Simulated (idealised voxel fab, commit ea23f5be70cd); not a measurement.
A process module follows: voxel fin reveal.
250 nm wide, 5 nm square cells: that's cross-section cut.
A cross-section in this document is a grid of square cells, and it is written down as bands, the top band listed before the ones below it; a band is made up of one or more rows of cells.
First you get the band's top height and its bottom height, in nm, and then the materials it's made of, left to right, with each width in nm. If you see a single material with "throughout", that one covers the band edge to edge. "empty" is empty space.
Counting heights begins at 0, where everything beneath is, in the wafer as received, one material. The lowest band has no bottom; it goes on downwards, as "top 0, no bottom" shows.
The two numbers in a width such as "30->40" mark its ends across the band: the first belongs to the top row of cells, the second to the bottom row, and from each row to the next the width moves by the same amount.
What does "nothing got changed" mean for a step? It means no cell of the cross-section changed in that step.
Any empty space of 8 cells or more lacking an open way to the top shows up in "Encapsulated voids" as width x height at distance, distance from the left edge, in nm.
On each step's line, the part that comes after the settings is the simulator's own comment on the step.
overlay nm, on a step with a mask: how far to the right of its planned place the mask lay; to the left if negative

List of planned process steps
1,op RECEIVE | material Si
2,op CONFORMAL_DEP | material SiN | thk nm 5
3,op PATTERN | tone cover | mask id FINS | material resist | width nm 15 | pitch nm 45 | thk nm 20 | overlay nm 0
4,op DIRECTIONAL_ETCH | etch materials SiN | depth nm 5
5,op DIRECTIONAL_ETCH | etch materials Si | depth nm 35
6,op STRIP | etch materials resist
7,op FILL_DEP | material SiO2 | thk nm 5
8,op CMP | height nm 5
9,op SELECTIVE_ETCH | etch materials SiO2 | depth nm 15
10,op STRIP | etch materials SiN
11,op CONFORMAL_DEP | material HfO2 | thk nm 5

The cross-section here shows the wafer as received, i.e. in its state after step 1
top 0, no bottom | Si throughout
Encapsulated voids: none

Result of the module, cross-sectioned: start per above, plan per above, one error in how it was run
top 5, bottom 0 | empty: 50, then HfO2: 25, then empty: 20, then HfO2: 25, then empty: 20, then HfO2: 25, then empty: 20, then HfO2: 25, then empty: 40
top 0, bottom -5 | empty: 50, then HfO2: 5, then Si: 15, then HfO2: 5, then empty: 20, then HfO2: 5, then Si: 15, then HfO2: 5, then empty: 20, then HfO2: 5, then Si: 15, then HfO2: 5, then empty: 20, then HfO2: 5, then Si: 15, then HfO2: 5, then empty: 40
top -5, bottom -10 | HfO2: 55, then Si: 15, then HfO2: 30, then Si: 15, then HfO2: 30, then Si: 15, then HfO2: 30, then Si: 15, then HfO2: 45
top -10, bottom -35 | SiO2: 55, then Si: 15, then SiO2: 30, then Si: 15, then SiO2: 30, then Si: 15, then SiO2: 30, then Si: 15, then SiO2: 45
top -35, no bottom | Si throughout
Encapsulated voids: none
Error vs. plan: step 3 was processed under conditions differing from the plan, specifically as op PATTERN | tone cover | mask id FINS | material resist | width nm 15 | pitch nm 45 | thk nm 20 | overlay nm 5
